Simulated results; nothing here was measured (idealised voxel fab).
Documented hereafter: the process module known as voxel ribs on slabs.
Each square cell in cross-section cut measures 5 nm, and the section as a whole is 275 nm wide.
How to read a cross-section here: the picture is a grid of square cells, written as bands going from the top down, and any band can span one or more rows of cells. Top, bottom (nm), then materials left to right with widths (nm); lone material tagged "throughout" fills the whole band edge to edge; "air" = empty space. Measure heights from 0. That's the level where, below it, the as-received wafer is all one material. The lowest band is bottomless and extends downward; write it as in "0 -> down". A two-number width, for instance "30->40", indicates that the width is equal to the first number in the top row of the band and to the second number in the bottom row, and that it changes by a constant amount per row of cells. When a step is marked "no modifications", none of the cells in the cross-section changed during that step. So "Closed void inventory" is basically the list of trapped voids: any empty space of 8 cells or more that can't reach the top through an opening. They're written width x height at distance, the distance being from the left edge, and it's all nm. Post-settings text on a step line: simulator's own remark regarding the step. Regarding "overlay nm": on a step with a mask, it is the distance the mask lay to the right of its planned place; a negative value places it to the left.
## Intended process steps
1,RECEIVE, material Si
2,DIRECTIONAL_DEP, material SiO2, thk nm 20
3,DIRECTIONAL_DEP, material polySi, thk nm 15
4,DIRECTIONAL_DEP, material aC, thk nm 15
5,PATTERN, tone cover, mask id RIB, material resist, width nm 15, thk nm 30, overlay nm 0
6,DIRECTIONAL_ETCH, etch materials aC, depth nm 15
7,STRIP, etch materials resist
8,DIRECTIONAL_ETCH, etch materials polySi, depth nm 10
9,STRIP, etch materials aC
10,MASKED_ETCH, tone cover, mask id SLAB, width nm 75, etch materials polySi, depth nm 5, overlay nm 0
11,FILL_DEP, material SiO2, thk nm 15
12,CMP, height nm 45
13,DIRECTIONAL_DEP, material W, thk nm 10
14,MASKED_ETCH, tone cover, mask id HEATER, width nm 25, etch materials W, depth nm 10, overlay nm 0
15,CONFORMAL_DEP, material SiO2, thk nm 5
## Cross-section of the wafer upon arrival, representing the state reached after step 1
* 0 -> down  Si throughout
* Closed void inventory: none
## Here's the cross-section of the first of our two wafers at the end of the module - it ran as planned
* 60 -> 55  120 air; 35 SiO2; 120 air
* 55 -> 50  120 air; 5 SiO2; 25 W; 5 SiO2; 120 air
* 50 -> 45  125 SiO2; 25 W; 125 SiO2
* 45 -> 35  SiO2 throughout
* 35 -> 25  130 SiO2; 15 polySi; 130 SiO2
* 25 -> 20  100 SiO2; 75 polySi; 100 SiO2
* 20 -> 0  SiO2 throughout
* 0 -> down  Si throughout
* Closed void inventory: none
## End of module, second wafer, cross-section. Started like the first, planned like the first, run with one mistake
* 60 -> 55  120 air; 35 SiO2; 120 air
* 55 -> 50  120 air; 5 SiO2; 25 W; 5 SiO2; 120 air
* 50 -> 45  125 SiO2; 25 W; 125 SiO2
* 45 -> 35  SiO2 throughout
* 35 -> 25  130 SiO2; 20 polySi; 125 SiO2
* 25 -> 20  100 SiO2; 75 polySi; 100 SiO2
* 20 -> 0  SiO2 throughout
* 0 -> down  Si throughout
* Closed void inventory: none
Plan not followed: step 5, actual vs plan mismatch, actual run PATTERN, tone cover, mask id RIB, material resist, width nm 20, thk nm 30, overlay nm 0
The final cell counts differ between the wafers, with the second having more or fewer of some materials than the first: SiO2 -2; polySi +2
